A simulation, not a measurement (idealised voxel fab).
Herein follows the process module entitled voxel transistor to metal.
Each square cell in cross-section cut measures 5 nm, and the section as a whole is 215 nm wide.
For the purposes of this document, a cross-section shall be understood as a grid of square cells, specified as bands listed in top-to-bottom order, each band consisting of one or more rows of cells. This entry defines a band. It first specifies the height of the band's top and the height of its bottom in nm, and then specifies the band's materials from left to right, stating each material with its width in nm. The word "everywhere" identifies a single material that fills the band from edge to edge, while the word "air" identifies empty space. Height datum 0, below which the as-received substrate wafer is one material. Lowest band open at the bottom, running downward: "0..down". Width "30..40": first value at the band's top row of cells, second value at its bottom row, equal change from row to row. Key: "left unchanged" - step with no changed cell in the cross-section. Enclosed voids (no open way to top), threshold 8 cells or more, entry "Closed void register", notation width x height at distance, distance from left edge, nm. It should be noted that, on the line of a given step, the content following the step's settings is a remark produced by the simulator itself with respect to that step. overlay nm: how far to the right of its planned place the mask lay on this masked step (negative: to the left).
### Planned process steps
1: RECEIVE, material Si
2: OXIDIZE, depth nm 5
3: CONFORMAL_DEP, material SiN, thk nm 10
4: DIRECTIONAL_DEP, material aC, thk nm 10
5: PATTERN, tone cover, mask id ACTIVE, material resist, width nm 120, thk nm 25, overlay nm 0
6: DIRECTIONAL_ETCH, etch materials aC, depth nm 10
7: STRIP, etch materials resist
8: DIRECTIONAL_ETCH, etch materials SiN, depth nm 10
9: DIRECTIONAL_ETCH, etch materials SiO2, depth nm 5
10: DIRECTIONAL_ETCH, etch materials Si, depth nm 25
11: STRIP, etch materials aC
12: FILL_DEP, material SiO2, thk nm 15
13: CMP, height nm 10
14: SELECTIVE_ETCH, etch materials SiO2, depth nm 5
15: STRIP, etch materials SiN
16: SELECTIVE_ETCH, etch materials SiO2, depth nm 5
17: OXIDIZE, depth nm 5
18: DIRECTIONAL_DEP, material polySi, thk nm 20
19: DIRECTIONAL_DEP, material SiCN, thk nm 10
20: MASKED_ETCH, tone cover, mask id GATE, width nm 30, etch materials SiCN, depth nm 20, overlay nm 0
21: MASKED_ETCH, tone cover, mask id GATE, width nm 30, etch materials polySi, depth nm 30, overlay nm 0
22: CONFORMAL_DEP, material SiO2, thk nm 5
23: DIRECTIONAL_ETCH, etch materials SiO2, depth nm 5
24: CONFORMAL_DEP, material SiN, thk nm 5
25: DIRECTIONAL_ETCH, etch materials SiN, depth nm 5
26: DIRECTIONAL_ETCH, etch materials SiO2, depth nm 5
27: EPI, material pSi, thk nm 5
28: FILL_DEP, material SiO2, thk nm 10
29: CMP, height nm 15
30: STRIP, etch materials polySi
31: SELECTIVE_ETCH, etch materials SiO2, depth nm 5
32: CONFORMAL_DEP, material HfO2, thk nm 5
33: CONFORMAL_DEP, material TiN, thk nm 5
34: FILL_DEP, material W, thk nm 10
35: CMP, height nm 10
36: DIRECTIONAL_DEP, material SiO2, thk nm 15
37: MASKED_ETCH, tone open, mask id CONTACT, width nm 20, pitch nm 90, etch materials SiO2, depth nm 30, overlay nm 0
38: CONFORMAL_DEP, material TiN, thk nm 5
39: FILL_DEP, material W, thk nm 10
40: CMP, height nm 25
41: CONFORMAL_DEP, material SiN, thk nm 5
42: DIRECTIONAL_DEP, material SiO2, thk nm 20
43: MASKED_ETCH, tone open, mask id METAL_1, width nm 20, pitch nm 90, etch materials SiO2, depth nm 20, overlay nm 0
44: MASKED_ETCH, tone open, mask id METAL_1, width nm 20, pitch nm 90, etch materials SiN, depth nm 5, overlay nm 0
45: CONFORMAL_DEP, material TiN, thk nm 5
46: FILL_DEP, material Ru, thk nm 5
47: CMP, height nm 50
48: CONFORMAL_DEP, material SiCN, thk nm 5
### Step 1 complete: cross-section of the wafer as received
    0..down = Si everywhere
    Closed void register: none
### Here's the wafer cut in cross-section after the module, started and planned just like above, except one thing was done wrong in the run
    55..50 = SiCN everywhere
    50..30 = SiO2: 50 | TiN: 5 | Ru: 10 | TiN: 5 | SiO2: 70 | TiN: 5 | Ru: 10 | TiN: 5 | SiO2: 55
    30..25 = SiN: 50 | TiN: 20 | SiN: 70 | TiN: 20 | SiN: 55
    25..10 = SiO2: 50 | TiN: 5 | W: 10 | TiN: 5 | SiO2: 70 | TiN: 5 | W: 10 | TiN: 5 | SiO2: 55
    10..0 = SiO2: 50 | TiN: 5 | W: 10 | TiN: 5 | SiO2: 10 | SiN: 5 | HfO2: 5 | TiN: 5 | W: 20 | TiN: 5 | HfO2: 5 | SiN: 5 | SiO2: 10 | TiN: 5 | W: 10 | TiN: 5 | SiO2: 55
    0..-5 = SiO2: 45 | SiN: 5 | TiN: 20 | SiO2: 10 | SiN: 5 | HfO2: 5 | TiN: 30 | HfO2: 5 | SiN: 5 | SiO2: 10 | TiN: 20 | SiN: 5 | SiO2: 50
    -5..-10 = SiO2: 50 | pSi: 30 | SiO2: 5 | HfO2: 40 | SiO2: 5 | pSi: 30 | SiO2: 55
    -10..-55 = SiO2: 45 | Si: 120 | SiO2: 50
    -55..down = Si everywhere
    Closed void register: none
Deviation from plan: in the plan, step 10 was performed twice
